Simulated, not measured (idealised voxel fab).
process module | voxel wiring stack
cross-section cut | 180 nm wide | cells 5 nm
A cross-section is a grid of square cells, given in bands from the top down. A band is one or more rows of cells.
Each band's line starts with the height of the band's top and of its bottom, in nm. Then come its materials from left to right, each with its width in nm. One material with "throughout" fills the band from edge to edge. "air" is empty space.
Height 0 is the level under which the wafer as received is all one material. The lowest band goes on downwards, as in "0 down".
A width such as "30 to 40" changes by the same amount from each row of cells to the next, from the band's top row to its bottom row.
"no change" after a step means that no cell of the cross-section changed.
closed voids: empty space of 8 cells or more with no open way to the top, each as width x height at its distance from the left edge, in nm
after a step's settings: what the simulator itself notes on the step
overlay nm, on a step with a mask: how far to the right of its planned place the mask lay; to the left if negative
plan
1 op RECEIVE | material Si
2 op CONFORMAL_DEP | material SiO2 | thk nm 15
3 op DIRECTIONAL_DEP | material TiN | thk nm 5
4 op DIRECTIONAL_DEP | material W | thk nm 20
5 op PATTERN | tone cover | mask id METAL_1 | material resist | width nm 20 | pitch nm 45 | thk nm 15 | overlay nm 0
6 op DIRECTIONAL_ETCH | etch materials W | depth nm 20
7 op DIRECTIONAL_ETCH | etch materials TiN | depth nm 5
8 op STRIP | etch materials resist
9 op CONFORMAL_DEP | material SiCN | thk nm 5
10 op FILL_DEP | material SiO2 | thk nm 5
11 op CMP | height nm 40
12 op CONFORMAL_DEP | material SiCN | thk nm 5
13 op DIRECTIONAL_DEP | material lowk | thk nm 25
14 op MASKED_ETCH | tone open | mask id METAL_2 | width nm 20 | pitch nm 45 | etch materials lowk | depth nm 15 | overlay nm 0
15 op PATTERN | tone open | mask id METAL_2_HOLES | material resist | width nm 15 | thk nm 20 | overlay nm 0
16 op DIRECTIONAL_ETCH | etch materials lowk | depth nm 10
17 op DIRECTIONAL_ETCH | etch materials SiCN | depth nm 5
18 op STRIP | etch materials resist
19 op CONFORMAL_DEP | material TiN | thk nm 5
20 op FILL_DEP | material Cu | thk nm 5
21 op CMP | height nm 70
22 op CONFORMAL_DEP | material SiN | thk nm 5
as received, after step 1
  0 down: Si throughout
  closed voids: none
first wafer at the end, as planned
  75 to 70: SiN throughout
  70 to 60: lowk 55 | TiN 5 | Cu 10 | TiN 5 | lowk 25 | TiN 5 | Cu 10 | TiN 5 | lowk 60
  60 to 55: lowk 55 | TiN 5 | Cu 5 | TiN 10 | lowk 25 | TiN 20 | lowk 60
  55 to 45: lowk 55 | TiN 5 | Cu 5 | TiN 5 | lowk 110
  45 to 40: SiCN 55 | TiN 15 | SiCN 110
  40 to 20: SiO2 50 | SiCN 5 | W 20 | SiCN 5 | SiO2 15 | SiCN 5 | W 20 | SiCN 5 | SiO2 55
  20 to 15: SiCN 55 | TiN 20 | SiCN 25 | TiN 20 | SiCN 60
  15 to 0: SiO2 throughout
  0 down: Si throughout
  closed voids: none
second wafer at the end: like start, like plan, one mistake
  75 to 70: SiN throughout
  70 to 60: lowk 55 | TiN 5 | Cu 10 | TiN 5 | lowk 25 | TiN 5 | Cu 10 | TiN 5 | lowk 60
  60 to 55: lowk 55 | TiN 5 | Cu 5 | TiN 10 | lowk 25 | TiN 20 | lowk 60
  55 to 45: lowk 55 | TiN 5 | Cu 5 | TiN 5 | lowk 110
  45 to 40: SiCN 55 | TiN 15 | SiCN 110
  40 to 35: SiCN 55 | TiN 20 | SiCN 25 | TiN 20 | SiCN 60
  35 to 15: W throughout
  15 to 0: SiO2 throughout
  0 down: Si throughout
  closed voids: none
what went wrong: steps 3 and 4 were swapped
at the end the second wafer has, in cells: 16 fewer of SiCN | 96 fewer of SiO2 | 112 more of W
